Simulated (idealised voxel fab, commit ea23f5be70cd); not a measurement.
You're looking at the process module voxel transistor to metal.
Displayed cross-section: cut, width of 145 nm, square cells sized 5 nm.
How to read a cross-section here: the picture is a grid of square cells, written as bands going from the top down, and any band can span one or more rows of cells.
The band entry comprises the height of the band's top followed by the height of its bottom, expressed in nm, and subsequently the band's materials from left to right, each stated together with its width in nm. Where a single material is marked with the word "all across", that material fills the band from edge to edge. The word "air" represents empty space.
Heights are reckoned from 0. Under this level, the received wafer is all of one material. The bottommost band is open-ended downward, for example "0..down".
The width entry "30 to 40" should be interpreted row by row: the top row of cells in the band takes the first number, the bottom row takes the second number, and the change between adjacent rows is uniform throughout.
The cross-section has no changed cell in any step marked "no change".
Look at "Closed internal cavities" for the closed voids: empty spaces with no open path to the top, sized 8 cells or up. Each is width x height at distance, distance from the left edge, all nm.
after a step's settings: what the simulator itself notes on the step
When a step includes a mask, the "overlay nm" setting on its line states how far to the right of its planned place that mask lay, and negative values state how far to the left.

### The planned process steps are enumerated hereunder
1: RECEIVE (material Si)
2: CONFORMAL_DEP (material SiO2; thk nm 5)
3: CONFORMAL_DEP (material SiN; thk nm 10)
4: MASKED_ETCH (tone cover; mask id ACTIVE; width nm 95; etch materials SiN; depth nm 10; overlay nm 0)
5: MASKED_ETCH (tone cover; mask id ACTIVE; width nm 95; etch materials SiO2; depth nm 5; overlay nm 0)
6: MASKED_ETCH (tone cover; mask id ACTIVE; width nm 95; etch materials Si; depth nm 35; overlay nm 0)
7: OXIDIZE (depth nm 5)
8: FILL_DEP (material SiO2; thk nm 15)
9: CMP (height nm 15)
10: SELECTIVE_ETCH (etch materials SiO2; depth nm 10)
11: STRIP (etch materials SiN)
12: SELECTIVE_ETCH (etch materials SiO2; depth nm 5)
13: OXIDIZE (depth nm 5)
14: DIRECTIONAL_DEP (material polySi; thk nm 30)
15: DIRECTIONAL_DEP (material SiCN; thk nm 10)
16: MASKED_ETCH (tone cover; mask id GATE; width nm 25; etch materials SiCN; depth nm 20; overlay nm 0)
17: MASKED_ETCH (tone cover; mask id GATE; width nm 25; etch materials polySi; depth nm 40; overlay nm 0)
18: CONFORMAL_DEP (material SiN; thk nm 5)
19: DIRECTIONAL_ETCH (etch materials SiN; depth nm 5)
20: DIRECTIONAL_ETCH (etch materials SiO2; depth nm 5)
21: EPI (material SiGe; thk nm 5)
22: FILL_DEP (material SiO2; thk nm 5)
23: CMP (height nm 40)
24: DIRECTIONAL_DEP (material SiO2; thk nm 10)
25: PATTERN (tone open; mask id CONTACT; material resist; width nm 15; pitch nm 70; thk nm 20; overlay nm 0)
26: DIRECTIONAL_ETCH (etch materials SiO2; depth nm 50)
27: STRIP (etch materials resist)
28: CONFORMAL_DEP (material TiN; thk nm 5)
29: FILL_DEP (material W; thk nm 10)
30: CMP (height nm 50)
31: CONFORMAL_DEP (material SiCN; thk nm 5)
32: DIRECTIONAL_DEP (material lowk; thk nm 25)
33: DIRECTIONAL_DEP (material aC; thk nm 15)
34: PATTERN (tone open; mask id METAL_1; material resist; width nm 15; pitch nm 70; thk nm 30; overlay nm 0)
35: DIRECTIONAL_ETCH (etch materials aC; depth nm 15)
36: STRIP (etch materials resist)
37: DIRECTIONAL_ETCH (etch materials lowk; depth nm 25)
38: DIRECTIONAL_ETCH (etch materials SiCN; depth nm 5)
39: STRIP (etch materials aC)
40: CONFORMAL_DEP (material TiN; thk nm 5)
41: FILL_DEP (material Ru; thk nm 10)
42: CMP (height nm 80)
43: CONFORMAL_DEP (material SiCN; thk nm 5)
44: DIRECTIONAL_DEP (material lowk; thk nm 35)
45: PATTERN (tone open; mask id METAL_2; material resist; width nm 15; pitch nm 70; thk nm 15; overlay nm 0)
46: DIRECTIONAL_ETCH (etch materials lowk; depth nm 20)
47: STRIP (etch materials resist)
48: MASKED_ETCH (tone open; mask id METAL_2_HOLES; width nm 15; pitch nm 70; etch materials lowk; depth nm 15; overlay nm 0)
49: MASKED_ETCH (tone open; mask id METAL_2_HOLES; width nm 15; pitch nm 70; etch materials SiCN; depth nm 5; overlay nm 0)
50: CONFORMAL_DEP (material TiN; thk nm 5)
51: FILL_DEP (material Ru; thk nm 10)
52: CMP (height nm 120)
53: CONFORMAL_DEP (material SiN; thk nm 5)

### First wafer, two in total, run as planned

### Received-state cross-section, reflecting completion of step 1
0..down: Si all across
Closed internal cavities: none

### Cross-section: wafer state after step 2
5..0: SiO2 all across
Rest of section, below 0: as before.

### Cross-section: wafer state after step 3
15..5: SiN all across
Rest of section, below 5: as before.

### Cross-section: wafer state after step 4
15..5: air (25), then SiN (95), then air (25)
Rest of section, below 5: as before.

### Cross-section: wafer state after step 5
15..5: air (25), then SiN (95), then air (25)
5..0: air (25), then SiO2 (95), then air (25)
Rest of section, below 0: as before.

### Cross-section: wafer state after step 6
15..5: air (25), then SiN (95), then air (25)
5..0: air (25), then SiO2 (95), then air (25)
0..-35: air (25), then Si (95), then air (25)
Rest of section, below -35: as before.

### Cross-section: wafer state after step 7
15..5: air (25), then SiN (95), then air (25)
5..0: air (25), then SiO2 (95), then air (25)
0..-35: air (25), then SiO2 (5), then Si (85), then SiO2 (5), then air (25)
-35..-40: SiO2 (30), then Si (85), then SiO2 (30)
Rest of section, below -40: as before.

### Cross-section: wafer state after step 8
30..15: SiO2 all across
15..5: SiO2 (25), then SiN (95), then SiO2 (25)
5..0: SiO2 all across
0..-40: SiO2 (30), then Si (85), then SiO2 (30)
Rest of section, below -40: as before.

### Cross-section: wafer state after step 9
15..5: SiO2 (25), then SiN (95), then SiO2 (25)
Rest of section, below 5: as before.

### Cross-section: wafer state after step 10
15..5: air (25), then SiN (95), then air (25)
Rest of section, below 5: as before.

### Cross-section: wafer state after step 11
5..0: SiO2 all across
Rest of section, below 0: as before.

### Cross-section: wafer state after step 12
0..-40: SiO2 (30), then Si (85), then SiO2 (30)
Rest of section, below -40: as before.

### Cross-section: wafer state after step 13
0..-5: SiO2 all across
Rest of section, below -5: as before.

### Cross-section: wafer state after step 14
30..0: polySi all across
Rest of section, below 0: as before.

### Cross-section: wafer state after step 15
40..30: SiCN all across
Rest of section, below 30: as before.

### Cross-section: wafer state after step 16
40..30: air (60), then SiCN (25), then air (60)
Rest of section, below 30: as before.

### Cross-section: wafer state after step 17
40..30: air (60), then SiCN (25), then air (60)
30..0: air (60), then polySi (25), then air (60)
Rest of section, below 0: as before.

### Cross-section: wafer state after step 18
45..40: air (55), then SiN (35), then air (55)
40..30: air (55), then SiN (5), then SiCN (25), then SiN (5), then air (55)
30..5: air (55), then SiN (5), then polySi (25), then SiN (5), then air (55)
5..0: SiN (60), then polySi (25), then SiN (60)
Rest of section, below 0: as before.

### Cross-section: wafer state after step 19
40..30: air (55), then SiN (5), then SiCN (25), then SiN (5), then air (55)
30..0: air (55), then SiN (5), then polySi (25), then SiN (5), then air (55)
Rest of section, below 0: as before.

### Cross-section: wafer state after step 20
40..30: air (55), then SiN (5), then SiCN (25), then SiN (5), then air (55)
30..0: air (55), then SiN (5), then polySi (25), then SiN (5), then air (55)
0..-5: air (55), then SiO2 (35), then air (55)
Rest of section, below -5: as before.

### Cross-section: wafer state after step 21
40..30: air (55), then SiN (5), then SiCN (25), then SiN (5), then air (55)
30..0: air (55), then SiN (5), then polySi (25), then SiN (5), then air (55)
0..-5: air (25), then SiGe (30), then SiO2 (35), then SiGe (30), then air (25)
Rest of section, below -5: as before.

### Cross-section: wafer state after step 22
45..40: SiO2 all across
40..30: SiO2 (55), then SiN (5), then SiCN (25), then SiN (5), then SiO2 (55)
30..0: SiO2 (55), then SiN (5), then polySi (25), then SiN (5), then SiO2 (55)
0..-5: SiO2 (25), then SiGe (30), then SiO2 (35), then SiGe (30), then SiO2 (25)
Rest of section, below -5: as before.

### Cross-section: wafer state after step 23
40..30: SiO2 (55), then SiN (5), then SiCN (25), then SiN (5), then SiO2 (55)
Rest of section, below 30: as before.

### Cross-section: wafer state after step 24
50..40: SiO2 all across
Rest of section, below 40: as before.

### Cross-section: wafer state after step 25
70..50: resist (30), then air (15), then resist (55), then air (15), then resist (30)
Rest of section, below 50: as before.

### Cross-section: wafer state after step 26
70..50: resist (30), then air (15), then resist (55), then air (15), then resist (30)
50..40: SiO2 (30), then air (15), then SiO2 (55), then air (15), then SiO2 (30)
40..30: SiO2 (30), then air (15), then SiO2 (10), then SiN (5), then SiCN (25), then SiN (5), then SiO2 (10), then air (15), then SiO2 (30)
30..0: SiO2 (30), then air (15), then SiO2 (10), then SiN (5), then polySi (25), then SiN (5), then SiO2 (10), then air (15), then SiO2 (30)
Rest of section, below 0: as before.

### Cross-section: wafer state after step 27
50..40: SiO2 (30), then air (15), then SiO2 (55), then air (15), then SiO2 (30)
Rest of section, below 40: as before.

### Cross-section: wafer state after step 28
55..50: TiN (35), then air (5), then TiN (65), then air (5), then TiN (35)
50..40: SiO2 (30), then TiN (5), then air (5), then TiN (5), then SiO2 (55), then TiN (5), then air (5), then TiN (5), then SiO2 (30)
40..30: SiO2 (30), then TiN (5), then air (5), then TiN (5), then SiO2 (10), then SiN (5), then SiCN (25), then SiN (5), then SiO2 (10), then TiN (5), then air (5), then TiN (5), then SiO2 (30)
30..5: SiO2 (30), then TiN (5), then air (5), then TiN (5), then SiO2 (10), then SiN (5), then polySi (25), then SiN (5), then SiO2 (10), then TiN (5), then air (5), then TiN (5), then SiO2 (30)
5..0: SiO2 (30), then TiN (15), then SiO2 (10), then SiN (5), then polySi (25), then SiN (5), then SiO2 (10), then TiN (15), then SiO2 (30)
Rest of section, below 0: as before.

### Cross-section: wafer state after step 29
65..55: W all across
55..50: TiN (35), then W (5), then TiN (65), then W (5), then TiN (35)
50..40: SiO2 (30), then TiN (5), then W (5), then TiN (5), then SiO2 (55), then TiN (5), then W (5), then TiN (5), then SiO2 (30)
40..30: SiO2 (30), then TiN (5), then W (5), then TiN (5), then SiO2 (10), then SiN (5), then SiCN (25), then SiN (5), then SiO2 (10), then TiN (5), then W (5), then TiN (5), then SiO2 (30)
30..5: SiO2 (30), then TiN (5), then W (5), then TiN (5), then SiO2 (10), then SiN (5), then polySi (25), then SiN (5), then SiO2 (10), then TiN (5), then W (5), then TiN (5), then SiO2 (30)
Rest of section, below 5: as before.

### Cross-section: wafer state after step 30
50..40: SiO2 (30), then TiN (5), then W (5), then TiN (5), then SiO2 (55), then TiN (5), then W (5), then TiN (5), then SiO2 (30)
Rest of section, below 40: as before.

### Cross-section: wafer state after step 31
55..50: SiCN all across
Rest of section, below 50: as before.

### Cross-section: wafer state after step 32
80..55: lowk all across
Rest of section, below 55: as before.

### Cross-section: wafer state after step 33
95..80: aC all across
Rest of section, below 80: as before.

### Cross-section: wafer state after step 34
125..95: resist (30), then air (15), then resist (55), then air (15), then resist (30)
Rest of section, below 95: as before.

### Cross-section: wafer state after step 35
110..95: resist (30), then air (15), then resist (55), then air (15), then resist (30)
95..80: aC (30), then air (15), then aC (55), then air (15), then aC (30)
Rest of section, below 80: as before.

### Cross-section: wafer state after step 36
95..80: aC (30), then air (15), then aC (55), then air (15), then aC (30)
Rest of section, below 80: as before.

### Cross-section: wafer state after step 37
95..80: aC (30), then air (15), then aC (55), then air (15), then aC (30)
80..55: lowk (30), then air (15), then lowk (55), then air (15), then lowk (30)
Rest of section, below 55: as before.

### Cross-section: wafer state after step 38
95..80: aC (30), then air (15), then aC (55), then air (15), then aC (30)
80..55: lowk (30), then air (15), then lowk (55), then air (15), then lowk (30)
55..50: SiCN (30), then air (15), then SiCN (55), then air (15), then SiCN (30)
Rest of section, below 50: as before.

### Cross-section: wafer state after step 39
80..55: lowk (30), then air (15), then lowk (55), then air (15), then lowk (30)
Rest of section, below 55: as before.

### Cross-section: wafer state after step 40
85..80: TiN (35), then air (5), then TiN (65), then air (5), then TiN (35)
80..55: lowk (30), then TiN (5), then air (5), then TiN (5), then lowk (55), then TiN (5), then air (5), then TiN (5), then lowk (30)
55..50: SiCN (30), then TiN (15), then SiCN (55), then TiN (15), then SiCN (30)
Rest of section, below 50: as before.

### Cross-section: wafer state after step 41
95..85: Ru all across
85..80: TiN (35), then Ru (5), then TiN (65), then Ru (5), then TiN (35)
80..55: lowk (30), then TiN (5), then Ru (5), then TiN (5), then lowk (55), then TiN (5), then Ru (5), then TiN (5), then lowk (30)
Rest of section, below 55: as before.

### Cross-section: wafer state after step 42
80..55: lowk (30), then TiN (5), then Ru (5), then TiN (5), then lowk (55), then TiN (5), then Ru (5), then TiN (5), then lowk (30)
Rest of section, below 55: as before.

### Cross-section: wafer state after step 43
85..80: SiCN all across
Rest of section, below 80: as before.

### Cross-section: wafer state after step 44
120..85: lowk all across
Rest of section, below 85: as before.

### Cross-section: wafer state after step 45
135..120: resist (30), then air (15), then resist (55), then air (15), then resist (30)
Rest of section, below 120: as before.

### Cross-section: wafer state after step 46
135..120: resist (30), then air (15), then resist (55), then air (15), then resist (30)
120..100: lowk (30), then air (15), then lowk (55), then air (15), then lowk (30)
Rest of section, below 100: as before.

### Cross-section: wafer state after step 47
120..100: lowk (30), then air (15), then lowk (55), then air (15), then lowk (30)
Rest of section, below 100: as before.

### Cross-section: wafer state after step 48
120..85: lowk (30), then air (15), then lowk (55), then air (15), then lowk (30)
Rest of section, below 85: as before.

### Cross-section: wafer state after step 49
120..85: lowk (30), then air (15), then lowk (55), then air (15), then lowk (30)
85..80: SiCN (30), then air (15), then SiCN (55), then air (15), then SiCN (30)
Rest of section, below 80: as before.

### Cross-section: wafer state after step 50
125..120: TiN (35), then air (5), then TiN (65), then air (5), then TiN (35)
120..85: lowk (30), then TiN (5), then air (5), then TiN (5), then lowk (55), then TiN (5), then air (5), then TiN (5), then lowk (30)
85..80: SiCN (30), then TiN (15), then SiCN (55), then TiN (15), then SiCN (30)
Rest of section, below 80: as before.

### Cross-section: wafer state after step 51
135..125: Ru all across
125..120: TiN (35), then Ru (5), then TiN (65), then Ru (5), then TiN (35)
120..85: lowk (30), then TiN (5), then Ru (5), then TiN (5), then lowk (55), then TiN (5), then Ru (5), then TiN (5), then lowk (30)
Rest of section, below 85: as before.

### Cross-section: wafer state after step 52
120..85: lowk (30), then TiN (5), then Ru (5), then TiN (5), then lowk (55), then TiN (5), then Ru (5), then TiN (5), then lowk (30)
Rest of section, below 85: as before.

### Cross-section: wafer state after step 53
125..120: SiN all across
Rest of section, below 120: as before.

### Wafer two of two - same starting point, same process plan, one mistake in execution; matches wafer one up to and including step 24

### Second wafer shown in cross-section at the time step 25 was slated to end
70..50: resist (30), then air (20), then resist (50), then air (20), then resist (25)
Rest of section, below 50: as before.

### Second wafer shown in cross-section at the time step 26 was slated to end
70..50: resist (30), then air (20), then resist (50), then air (20), then resist (25)
50..40: SiO2 (30), then air (20), then SiO2 (50), then air (20), then SiO2 (25)
40..30: SiO2 (30), then air (20), then SiO2 (5), then SiN (5), then SiCN (25), then SiN (5), then SiO2 (10), then air (20), then SiO2 (25)
30..0: SiO2 (30), then air (20), then SiO2 (5), then SiN (5), then polySi (25), then SiN (5), then SiO2 (10), then air (20), then SiO2 (25)
Rest of section, below 0: as before.

### Second wafer shown in cross-section at the time step 27 was slated to end
50..40: SiO2 (30), then air (20), then SiO2 (50), then air (20), then SiO2 (25)
Rest of section, below 40: as before.

### Second wafer shown in cross-section at the time step 28 was slated to end
55..50: TiN (35), then air (10), then TiN (60), then air (10), then TiN (30)
50..40: SiO2 (30), then TiN (5), then air (10), then TiN (5), then SiO2 (50), then TiN (5), then air (10), then TiN (5), then SiO2 (25)
40..30: SiO2 (30), then TiN (5), then air (10), then TiN (5), then SiO2 (5), then SiN (5), then SiCN (25), then SiN (5), then SiO2 (10), then TiN (5), then air (10), then TiN (5), then SiO2 (25)
30..5: SiO2 (30), then TiN (5), then air (10), then TiN (5), then SiO2 (5), then SiN (5), then polySi (25), then SiN (5), then SiO2 (10), then TiN (5), then air (10), then TiN (5), then SiO2 (25)
5..0: SiO2 (30), then TiN (20), then SiO2 (5), then SiN (5), then polySi (25), then SiN (5), then SiO2 (10), then TiN (20), then SiO2 (25)
Rest of section, below 0: as before.

### Second wafer shown in cross-section at the time step 29 was slated to end
65..55: W all across
55..50: TiN (35), then W (10), then TiN (60), then W (10), then TiN (30)
50..40: SiO2 (30), then TiN (5), then W (10), then TiN (5), then SiO2 (50), then TiN (5), then W (10), then TiN (5), then SiO2 (25)
40..30: SiO2 (30), then TiN (5), then W (10), then TiN (5), then SiO2 (5), then SiN (5), then SiCN (25), then SiN (5), then SiO2 (10), then TiN (5), then W (10), then TiN (5), then SiO2 (25)
30..5: SiO2 (30), then TiN (5), then W (10), then TiN (5), then SiO2 (5), then SiN (5), then polySi (25), then SiN (5), then SiO2 (10), then TiN (5), then W (10), then TiN (5), then SiO2 (25)
Rest of section, below 5: as before.

### Second wafer shown in cross-section at the time step 30 was slated to end
50..40: SiO2 (30), then TiN (5), then W (10), then TiN (5), then SiO2 (50), then TiN (5), then W (10), then TiN (5), then SiO2 (25)
Rest of section, below 40: as before.

### Second wafer shown in cross-section at the time step 31 was slated to end
55..50: SiCN all across
Rest of section, below 50: as before.

### Second wafer shown in cross-section at the time step 32 was slated to end
80..55: lowk all across
Rest of section, below 55: as before.

### Second wafer shown in cross-section at the time step 33 was slated to end
95..80: aC all across
Rest of section, below 80: as before.

### Second wafer shown in cross-section at the time step 34 was slated to end
125..95: resist (30), then air (15), then resist (55), then air (15), then resist (30)
Rest of section, below 95: as before.

### Second wafer shown in cross-section at the time step 35 was slated to end
110..95: resist (30), then air (15), then resist (55), then air (15), then resist (30)
95..80: aC (30), then air (15), then aC (55), then air (15), then aC (30)
Rest of section, below 80: as before.

### Second wafer shown in cross-section at the time step 36 was slated to end
95..80: aC (30), then air (15), then aC (55), then air (15), then aC (30)
Rest of section, below 80: as before.

### Second wafer shown in cross-section at the time step 37 was slated to end
95..80: aC (30), then air (15), then aC (55), then air (15), then aC (30)
80..55: lowk (30), then air (15), then lowk (55), then air (15), then lowk (30)
Rest of section, below 55: as before.

### Second wafer shown in cross-section at the time step 38 was slated to end
95..80: aC (30), then air (15), then aC (55), then air (15), then aC (30)
80..55: lowk (30), then air (15), then lowk (55), then air (15), then lowk (30)
55..50: SiCN (30), then air (15), then SiCN (55), then air (15), then SiCN (30)
Rest of section, below 50: as before.

### Second wafer shown in cross-section at the time step 39 was slated to end
80..55: lowk (30), then air (15), then lowk (55), then air (15), then lowk (30)
Rest of section, below 55: as before.

### Second wafer shown in cross-section at the time step 40 was slated to end
85..80: TiN (35), then air (5), then TiN (65), then air (5), then TiN (35)
80..55: lowk (30), then TiN (5), then air (5), then TiN (5), then lowk (55), then TiN (5), then air (5), then TiN (5), then lowk (30)
55..50: SiCN (30), then TiN (15), then SiCN (55), then TiN (15), then SiCN (30)
Rest of section, below 50: as before.

### Second wafer shown in cross-section at the time step 41 was slated to end
95..85: Ru all across
85..80: TiN (35), then Ru (5), then TiN (65), then Ru (5), then TiN (35)
80..55: lowk (30), then TiN (5), then Ru (5), then TiN (5), then lowk (55), then TiN (5), then Ru (5), then TiN (5), then lowk (30)
Rest of section, below 55: as before.

### Second wafer shown in cross-section at the time step 42 was slated to end
80..55: lowk (30), then TiN (5), then Ru (5), then TiN (5), then lowk (55), then TiN (5), then Ru (5), then TiN (5), then lowk (30)
Rest of section, below 55: as before.

### Second wafer shown in cross-section at the time step 43 was slated to end
85..80: SiCN all across
Rest of section, below 80: as before.

### Second wafer shown in cross-section at the time step 44 was slated to end
120..85: lowk all across
Rest of section, below 85: as before.

### Second wafer shown in cross-section at the time step 45 was slated to end
135..120: resist (30), then air (15), then resist (55), then air (15), then resist (30)
Rest of section, below 120: as before.

### Second wafer shown in cross-section at the time step 46 was slated to end
135..120: resist (30), then air (15), then resist (55), then air (15), then resist (30)
120..100: lowk (30), then air (15), then lowk (55), then air (15), then lowk (30)
Rest of section, below 100: as before.

### Second wafer shown in cross-section at the time step 47 was slated to end
120..100: lowk (30), then air (15), then lowk (55), then air (15), then lowk (30)
Rest of section, below 100: as before.

### Second wafer shown in cross-section at the time step 48 was slated to end
120..85: lowk (30), then air (15), then lowk (55), then air (15), then lowk (30)
Rest of section, below 85: as before.

### Second wafer shown in cross-section at the time step 49 was slated to end
120..85: lowk (30), then air (15), then lowk (55), then air (15), then lowk (30)
85..80: SiCN (30), then air (15), then SiCN (55), then air (15), then SiCN (30)
Rest of section, below 80: as before.

### Second wafer shown in cross-section at the time step 50 was slated to end
125..120: TiN (35), then air (5), then TiN (65), then air (5), then TiN (35)
120..85: lowk (30), then TiN (5), then air (5), then TiN (5), then lowk (55), then TiN (5), then air (5), then TiN (5), then lowk (30)
85..80: SiCN (30), then TiN (15), then SiCN (55), then TiN (15), then SiCN (30)
Rest of section, below 80: as before.

### Second wafer shown in cross-section at the time step 51 was slated to end
135..125: Ru all across
125..120: TiN (35), then Ru (5), then TiN (65), then Ru (5), then TiN (35)
120..85: lowk (30), then TiN (5), then Ru (5), then TiN (5), then lowk (55), then TiN (5), then Ru (5), then TiN (5), then lowk (30)
Rest of section, below 85: as before.

### Second wafer shown in cross-section at the time step 52 was slated to end
120..85: lowk (30), then TiN (5), then Ru (5), then TiN (5), then lowk (55), then TiN (5), then Ru (5), then TiN (5), then lowk (30)
Rest of section, below 85: as before.

### Second wafer shown in cross-section at the time step 53 was slated to end
125..120: SiN all across
Rest of section, below 120: as before.
What was the processing mistake? step 25 ran with different settings than intended, the actual operation and settings being PATTERN (tone open; mask id CONTACT; material resist; width nm 20; pitch nm 70; thk nm 20; overlay nm 0)
Final cells, second wafer relative to first, materials higher or lower: 20 fewer of SiO2, 2 more of TiN, 18 more of W
